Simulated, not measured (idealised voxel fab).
process module | voxel ribs on slabs
cross-section cut | 200 nm wide | cells 5 nm
A cross-section is a grid of square cells, given in bands from the top down. A band is one or more rows of cells.
Each band's line starts with the height of the band's top and of its bottom, in nm. Then come its materials from left to right, each with its width in nm. One material with "throughout" fills the band from edge to edge. "air" is empty space.
Height 0 is the level under which the wafer as received is all one material. The lowest band goes on downwards, as in "0 down".
A width such as "30 to 40" changes by the same amount from each row of cells to the next, from the band's top row to its bottom row.
"no change" after a step means that no cell of the cross-section changed.
closed voids: empty space of 8 cells or more with no open way to the top, each as width x height at its distance from the left edge, in nm
after a step's settings: what the simulator itself notes on the step
overlay nm, on a step with a mask: how far to the right of its planned place the mask lay; to the left if negative
plan
1 op RECEIVE | material Si
2 op DIRECTIONAL_DEP | material SiO2 | thk nm 20
3 op DIRECTIONAL_DEP | material SiN | thk nm 20
4 op DIRECTIONAL_DEP | material aC | thk nm 10
5 op PATTERN | tone cover | mask id RIB | material resist | width nm 20 | thk nm 25 | overlay nm 0
6 op DIRECTIONAL_ETCH | etch materials aC | depth nm 10
7 op STRIP | etch materials resist
8 op DIRECTIONAL_ETCH | etch materials SiN | depth nm 10
9 op STRIP | etch materials aC
10 op DIRECTIONAL_DEP | material aC | thk nm 15
11 op PATTERN | tone cover | mask id SLAB | material resist | width nm 50 | thk nm 30 | overlay nm 0
12 op DIRECTIONAL_ETCH | etch materials aC | depth nm 15
13 op STRIP | etch materials resist
14 op DIRECTIONAL_ETCH | etch materials SiN | depth nm 10
15 op STRIP | etch materials aC
16 op FILL_DEP | material SiO2 | thk nm 30
17 op CMP | height nm 60
18 op DIRECTIONAL_DEP | material TiN | thk nm 5
19 op MASKED_ETCH | tone cover | mask id HEATER | width nm 30 | etch materials TiN | depth nm 5 | overlay nm 0
20 op CONFORMAL_DEP | material SiN | thk nm 5
varied across the wafers: thk nm of step 18. The plan shows the first wafer's value. All wafers start alike
first wafer as received, after step 1
  0 down: Si throughout
  closed voids: none
each wafer at the end: cells of each material gained (+) or lost (-) since it was received, then its closed voids
thk nm 5 | +70 SiN | +452 SiO2 | +6 TiN | closed voids: none
thk nm 10 | +70 SiN | +452 SiO2 | +46 TiN | closed voids: none
thk nm 15 | +70 SiN | +452 SiO2 | +86 TiN | closed voids: none
thk nm 20 | +70 SiN | +452 SiO2 | +126 TiN | closed voids: none
